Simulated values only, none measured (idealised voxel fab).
Module name: voxel double patterning (process module)
Cross-sectional view cut (width: 235 nm; square cell size: 5 nm).
Each cross-section below is a grid of square cells, stated as bands in top-down order, with one or more rows of cells making up each band. Top height, bottom height, nm. Materials left to right, width each, nm. Single material + "all across" = fills band edge to edge. "empty" = empty. Height reference: 0 = level under which incoming wafer is all one material. Lowest band: no bottom, runs on downward, e.g. "0..down". A width such as "30 to 40" changes by the same amount from each row of cells to the next, from the band's top row to its bottom row. For the purposes of this document, the phrase "nothing altered" attached to a step denotes that no cell within the cross-section was modified by that step. If an empty space has no open way to the top and is at least 8 cells in size, "Sealed void listing" lists it, written width x height at distance, where distance is measured from the left edge and every value is in nm. Text after the settings on a step's line: the simulator's own remark on that step. "overlay nm" answers the question of how far to the right of plan the mask lay on a step that has a mask, and when it is negative the answer is to the left.
Set out below are the planned steps of the process:
1,op RECEIVE | material Si
2,op CONFORMAL_DEP | material SiN | thk nm 10
3,op DIRECTIONAL_DEP | material SiO2 | thk nm 20
4,op DIRECTIONAL_DEP | material SiCN | thk nm 5
5,op MASKED_ETCH | tone open | mask id FIRST | width nm 15 | pitch nm 50 | etch materials SiCN | depth nm 5 | overlay nm 0
6,op DIRECTIONAL_DEP | material aC | thk nm 15
7,op PATTERN | tone open | mask id SECOND | material resist | width nm 15 | pitch nm 50 | thk nm 35 | overlay nm 0
8,op DIRECTIONAL_ETCH | etch materials aC | depth nm 15
9,op STRIP | etch materials resist
10,op DIRECTIONAL_ETCH | etch materials SiCN | depth nm 5
11,op STRIP | etch materials aC
12,op DIRECTIONAL_ETCH | etch materials SiO2 | depth nm 20
13,op STRIP | etch materials SiCN
As-received wafer cross-section (after step 1):
> 0..down  Si all across
> Sealed void listing: none
Starting structure and process plan are as shown above, but one mistake was made in running the module; the wafer cross-section at the end of the module follows:
> 30..10  SiO2=65 | empty=15 | SiO2=5 | empty=15 | SiO2=15 | empty=15 | SiO2=5 | empty=15 | SiO2=15 | empty=15 | SiO2=55
> 10..0  SiN all across
> 0..down  Si all across
> Sealed void listing: none
Run error: step 5 off recipe, ran as op MASKED_ETCH | tone open | mask id FIRST | width nm 15 | pitch nm 50 | etch materials SiCN | depth nm 5 | overlay nm 5
